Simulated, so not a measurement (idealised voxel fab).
Process module name: voxel local oxidation
Section cut is 185 nm wide and gridded with 5 nm square cells.
In what follows, cross-sections appear as grids of square cells, described through bands that run from the top down, where every band is one or more rows of cells.
Top, bottom (nm), then materials left to right with widths (nm); lone material tagged "edge to edge" fills the whole band edge to edge; "empty" = empty space.
Heads up on the height convention: 0 is the point under which the incoming wafer is all one material, and the lowest band has no bottom, it just keeps going down, like "z 0 and below".
The two numbers in a width such as "30 to 40" mark its ends across the band: the first belongs to the top row of cells, the second to the bottom row, and from each row to the next the width moves by the same amount.
Given "stayed the same" for a step, no cell of the cross-section differs between before and after that step.
You'll see "Closed void register" listing empty spaces that have no way open to the top, as long as they're 8 cells or more; the notation is width x height at distance, where the distance is from the left edge, and all of it is in nm.
If you see something after the settings on a step's line, that's the simulator's own remark about that step.
A step line may carry the setting "overlay nm", which, for steps involving a mask, states the distance by which the mask lay to the right of its intended position; negative values denote displacement to the left.

So here's the lineup of process steps we planned:
1) RECEIVE with material Si
2) OXIDIZE with depth nm 5
3) CONFORMAL_DEP with material SiN, thk nm 15
4) PATTERN with tone cover, mask id ACTIVE, material resist, width nm 105, thk nm 20, overlay nm 0
5) DIRECTIONAL_ETCH with etch materials SiN, depth nm 15
6) STRIP with etch materials resist
7) SELECTIVE_ETCH with etch materials SiO2, depth nm 5
8) OXIDIZE with depth nm 10
9) STRIP with etch materials SiN

Step 1 complete: cross-section of the wafer as received:
z 0 and below  Si edge to edge
Closed void register: none

Cross-section, first of two wafers, end of module, run as planned:
z 0 to -5  45 of empty, 95 of SiO2, 45 of empty
z -5 to -15  55 of SiO2, 75 of Si, 55 of SiO2
z -15 and below  Si edge to edge
Closed void register: none

Module end: cross-section of wafer two of two. Same start and process plan as the first wafer. One mistake during execution:
z 0 to -5  50 of empty, 95 of SiO2, 40 of empty
z -5 to -15  60 of SiO2, 75 of Si, 50 of SiO2
z -15 and below  Si edge to edge
Closed void register: none
Against the plan, the run slipped here: step 4 ran with different settings than intended, the actual operation and settings being PATTERN with tone cover, mask id ACTIVE, material resist, width nm 105, thk nm 20, overlay nm 5
Matching per-material cell counts, mismatched positions: that is how the second wafer compares with the first at the end.
